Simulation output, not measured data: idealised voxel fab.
process module | voxel local oxidation
cross-section cut | 235 nm wide | cells 5 nm
A cross-section is a grid of square cells, given in bands from the top down. A band is one or more rows of cells.
Each band's line starts with the height of the band's top and of its bottom, in nm. Then come its materials from left to right, each with its width in nm. One material with "throughout" fills the band from edge to edge. "air" is empty space.
Height 0 is the level under which the wafer as received is all one material. The lowest band goes on downwards, as in "0 down".
A width such as "30 to 40" changes by the same amount from each row of cells to the next, from the band's top row to its bottom row.
"no change" after a step means that no cell of the cross-section changed.
closed voids: empty space of 8 cells or more with no open way to the top, each as width x height at its distance from the left edge, in nm
after a step's settings: what the simulator itself notes on the step
overlay nm, on a step with a mask: how far to the right of its planned place the mask lay; to the left if negative
plan
1 op RECEIVE | material Si
2 op OXIDIZE | depth nm 5
3 op CONFORMAL_DEP | material SiN | thk nm 15
4 op PATTERN | tone cover | mask id ACTIVE | material resist | width nm 130 | thk nm 20 | overlay nm 0
5 op DIRECTIONAL_ETCH | etch materials SiN | depth nm 15
6 op STRIP | etch materials resist
7 op SELECTIVE_ETCH | etch materials SiO2 | depth nm 5
8 op OXIDIZE | depth nm 10
9 op STRIP | etch materials SiN
first wafer, as planned
as received, after step 1
  0 down: Si throughout
  closed voids: none
after step 2
  0 to -5: SiO2 throughout
  below -5: unchanged
after step 3
  15 to 0: SiN throughout
  below 0: unchanged
after step 4
  35 to 15: air 50 | resist 130 | air 55
  below 15: unchanged
after step 5
  35 to 15: air 50 | resist 130 | air 55
  15 to 0: air 50 | SiN 130 | air 55
  below 0: unchanged
after step 6
  15 to 0: air 50 | SiN 130 | air 55
  below 0: unchanged
after step 7
  15 to 0: air 50 | SiN 130 | air 55
  0 to -5: air 55 | SiO2 120 | air 60
  below -5: unchanged
after step 8
  15 to 0: air 50 | SiN 130 | air 55
  0 to -5: air 55 | SiO2 120 | air 60
  -5 to -15: SiO2 65 | Si 100 | SiO2 70
  below -15: unchanged
after step 9
  0 to -5: air 55 | SiO2 120 | air 60
  below -5: unchanged
second wafer: like start, like plan, one mistake. Through step 3 it matches the first wafer
when step 4 should have ended
  35 to 15: resist 50 | air 130 | resist 55
  below 15: unchanged
when step 5 should have ended
  35 to 15: resist 50 | air 130 | resist 55
  15 to 0: SiN 50 | air 130 | SiN 55
  below 0: unchanged
when step 6 should have ended
  15 to 0: SiN 50 | air 130 | SiN 55
  below 0: unchanged
when step 7 should have ended
  15 to 0: SiN 50 | air 130 | SiN 55
  0 to -5: SiO2 45 | air 140 | SiO2 50
  below -5: unchanged
when step 8 should have ended
  15 to 0: SiN 50 | air 130 | SiN 55
  0 to -5: SiO2 45 | air 140 | SiO2 50
  -5 to -15: Si 35 | SiO2 160 | Si 40
  below -15: unchanged
when step 9 should have ended
  0 to -5: SiO2 45 | air 140 | SiO2 50
  below -5: unchanged
what went wrong: step 4 ran as: op PATTERN | tone open | mask id ACTIVE | material resist | width nm 130 | thk nm 20 | overlay nm 0
at the end the second wafer has, in cells: 10 fewer of Si | 5 more of SiO2
